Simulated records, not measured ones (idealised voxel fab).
Module name: voxel self aligned vias (process module)
It is cross-section cut that appears here, measuring 295 nm in width, its square cells being 5 nm in size.
In this document a cross-section is written as a grid of square cells. It is given as a series of bands, listed from the top down, and a band is one or more rows of cells.
Heights first: top, then bottom, in nm. Then materials, left to right, each with a width in nm. "everywhere" on a single material: fills the band edge to edge. "blank": empty space.
Heights are reckoned from 0. Under this level, the received wafer is all of one material. The bottommost band is open-ended downward, for example "0 nm and below".
Read "30 to 40" as a graded width: first number on top, second number at the bottom, same change between each pair of neighbouring rows.
The cross-section has no changed cell in any step marked "nothing altered".
"Non-vented voids" lists enclosed empty spaces (at least 8 cells, no open path upward to the top), each as width x height at distance from the left edge, in nm.
Anything after a step's settings on that line? It's the simulator's own note about the step.
Each step line may optionally specify "overlay nm", which for a step with a mask gives the rightward distance between the mask's planned place and where it lay, a negative value indicating the leftward direction.
Note on reading: below, each pair holds a cross-section from before one process step and one from after it; the one from after shows only down to the lowest band that changed. Beneath the pair, the step in between is stated along with its settings. The pairs can stem from different runs of this module on the same starting wafer. Where a pair's entry headed "Pre-step geometry" says so, and only there, that pair continues from the pair above it.
Pre-step geometry:
75 nm to 60 nm  aC everywhere
60 nm to 45 nm  lowk everywhere
45 nm to 40 nm  lowk: 110 / SiN: 20 / lowk: 35 / SiN: 20 / lowk: 110
40 nm to 20 nm  lowk: 110 / TiN: 5 / Ru: 10 / TiN: 5 / lowk: 35 / TiN: 5 / Ru: 10 / TiN: 5 / lowk: 110
20 nm to 15 nm  lowk: 110 / TiN: 20 / lowk: 35 / TiN: 20 / lowk: 110
15 nm to 10 nm  SiCN everywhere
10 nm to 0 nm  SiO2 everywhere
0 nm and below  Si everywhere
Non-vented voids: none
Cut View, Post-Step:
105 nm to 75 nm  blank: 105 / resist: 30 / blank: 160
Below a height of 75, the structure has not been altered.
Non-vented voids: none
For reference, the processing step occurring between the two cross-sections presented above is as follows: PATTERN | tone cover | mask id VIAS | material resist | width nm 30 | thk nm 30 | overlay nm 0
Pre-step geometry: this step begins from the cross-section that the pair just above shows after its step.
Cut View, Post-Step:
90 nm to 75 nm  blank: 105 / resist: 30 / blank: 160
75 nm to 60 nm  blank: 105 / aC: 30 / blank: 160
Below a height of 60, the structure has not been altered.
Non-vented voids: none
For reference, the processing step occurring between the two cross-sections presented above is as follows: DIRECTIONAL_ETCH | etch materials aC | depth nm 15
Pre-step geometry: this step begins from the cross-section that the pair just above shows after its step.
Cut View, Post-Step:
75 nm to 60 nm  blank: 105 / aC: 30 / blank: 160
Below a height of 60, the structure has not been altered.
Non-vented voids: none
For reference, the processing step occurring between the two cross-sections presented above is as follows: STRIP | etch materials resist
Pre-step geometry: this step begins from the cross-section that the pair just above shows after its step.
Cut View, Post-Step:
75 nm to 60 nm  blank: 105 / aC: 30 / blank: 160
60 nm to 45 nm  blank: 105 / lowk: 30 / blank: 160
Below a height of 45, the structure has not been altered.
Non-vented voids: none
For reference, the processing step occurring between the two cross-sections presented above is as follows: DIRECTIONAL_ETCH | etch materials lowk | depth nm 15
Pre-step geometry: this step begins from the cross-section that the pair just above shows after its step.
Cut View, Post-Step:
75 nm to 60 nm  blank: 105 / aC: 30 / blank: 160
60 nm to 45 nm  blank: 105 / lowk: 30 / blank: 160
45 nm to 40 nm  lowk: 110 / SiN: 20 / lowk: 35 / blank: 20 / lowk: 110
Below a height of 40, the structure has not been altered.
Non-vented voids: none
For reference, the processing step occurring between the two cross-sections presented above is as follows: DIRECTIONAL_ETCH | etch materials SiN | depth nm 5
Pre-step geometry: this step begins from the cross-section that the pair just above shows after its step.
Cut View, Post-Step:
60 nm to 45 nm  blank: 105 / lowk: 30 / blank: 160
Below a height of 45, the structure has not been altered.
Non-vented voids: none
For reference, the processing step occurring between the two cross-sections presented above is as follows: STRIP | etch materials aC
Pre-step geometry: this step begins from the cross-section that the pair just above shows after its step.
Cut View, Post-Step:
65 nm to 60 nm  blank: 100 / TiN: 40 / blank: 155
60 nm to 50 nm  blank: 100 / TiN: 5 / lowk: 30 / TiN: 5 / blank: 155
50 nm to 45 nm  TiN: 105 / lowk: 30 / TiN: 35 / blank: 10 / TiN: 115
45 nm to 40 nm  lowk: 110 / SiN: 20 / lowk: 35 / TiN: 20 / lowk: 110
Below a height of 40, the structure has not been altered.
Non-vented voids: none
For reference, the processing step occurring between the two cross-sections presented above is as follows: CONFORMAL_DEP | material TiN | thk nm 5
Pre-step geometry: this step begins from the cross-section that the pair just above shows after its step.
Cut View, Post-Step:
70 nm to 65 nm  Cu everywhere
65 nm to 60 nm  Cu: 100 / TiN: 40 / Cu: 155
60 nm to 50 nm  Cu: 100 / TiN: 5 / lowk: 30 / TiN: 5 / Cu: 155
50 nm to 45 nm  TiN: 105 / lowk: 30 / TiN: 35 / Cu: 10 / TiN: 115
Below a height of 45, the structure has not been altered.
Non-vented voids: none
For reference, the processing step occurring between the two cross-sections presented above is as follows: FILL_DEP | material Cu | thk nm 5
Pre-step geometry: this step begins from the cross-section that the pair just above shows after its step.
Cut View, Post-Step:
60 nm to 50 nm  Cu: 100 / TiN: 5 / lowk: 30 / TiN: 5 / Cu: 155
Below a height of 50, the structure has not been altered.
Non-vented voids: none
For reference, the processing step occurring between the two cross-sections presented above is as follows: CMP | height nm 60
Pre-step geometry: this step begins from the cross-section that the pair just above shows after its step.
Cut View, Post-Step:
65 nm to 60 nm  SiN everywhere
Below a height of 60, the structure has not been altered.
Non-vented voids: none
For reference, the processing step occurring between the two cross-sections presented above is as follows: CONFORMAL_DEP | material SiN | thk nm 5
